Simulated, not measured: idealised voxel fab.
The process module presented herein is designated voxel tone inversion.
Section cut is 265 nm wide and gridded with 5 nm square cells.
We lay out every cross-section as a grid of square cells and spell it out in bands from the top down, where one band means one or more rows of cells.
Top height, bottom height, nm. Materials left to right, width each, nm. Single material + "everywhere" = fills band edge to edge. "air" = empty.
Height is counted from the level 0, under which the received wafer is composed throughout of one material. The lowest of the bands is not closed at the bottom but continues downward, in the notation "0 down".
With a width like "30->40", each row of cells in the band differs from the next by the same amount, the top row carrying the first number and the bottom row the second.
Basically "remained the same" means that step didn't change any cell in the cross-section.
The label "Closed void register" introduces a list of the empty spaces, 8 cells or larger, that have no open way up to the top; each entry in it reads width x height at distance, where the distance is taken from the left edge and all three are stated in nm.
after a step's settings: what the simulator itself notes on the step
If you see "overlay nm" on a step's line and that step has a mask, it's telling you how far right of where it was planned the mask ended up; a negative number means it went left instead.
[Intended process steps]
| 1 | RECEIVE (material Si) |
| 2 | CONFORMAL_DEP (material SiCN; thk nm 10) |
| 3 | DIRECTIONAL_DEP (material polySi; thk nm 25) |
| 4 | PATTERN (tone cover; mask id POSTS; material resist; width nm 25; pitch nm 40; thk nm 35; overlay nm 0) |
| 5 | DIRECTIONAL_ETCH (etch materials polySi; depth nm 25) |
| 6 | STRIP (etch materials resist) |
| 7 | FILL_DEP (material SiO2; thk nm 10) |
| 8 | CMP (height nm 35) |
| 9 | STRIP (etch materials polySi) |
[As-received state of the wafer in cross-section, equivalent to post-step 1]
  0 down | Si everywhere
  Closed void register: none
[Module complete, cross-section. Starting point and plan per above. One mistake made in running the module]
  40 to 35 | SiO2 everywhere
  35 to 10 | SiO2 (80)  polySi (25)  SiO2 (15)  polySi (25)  SiO2 (15)  polySi (25)  SiO2 (80)
  10 to 0 | SiCN everywhere
  0 down | Si everywhere
  Closed void register: none
In executing the process, a mistake was made relative to the plan: step 8, actual vs plan mismatch, actual run CMP (height nm 40)
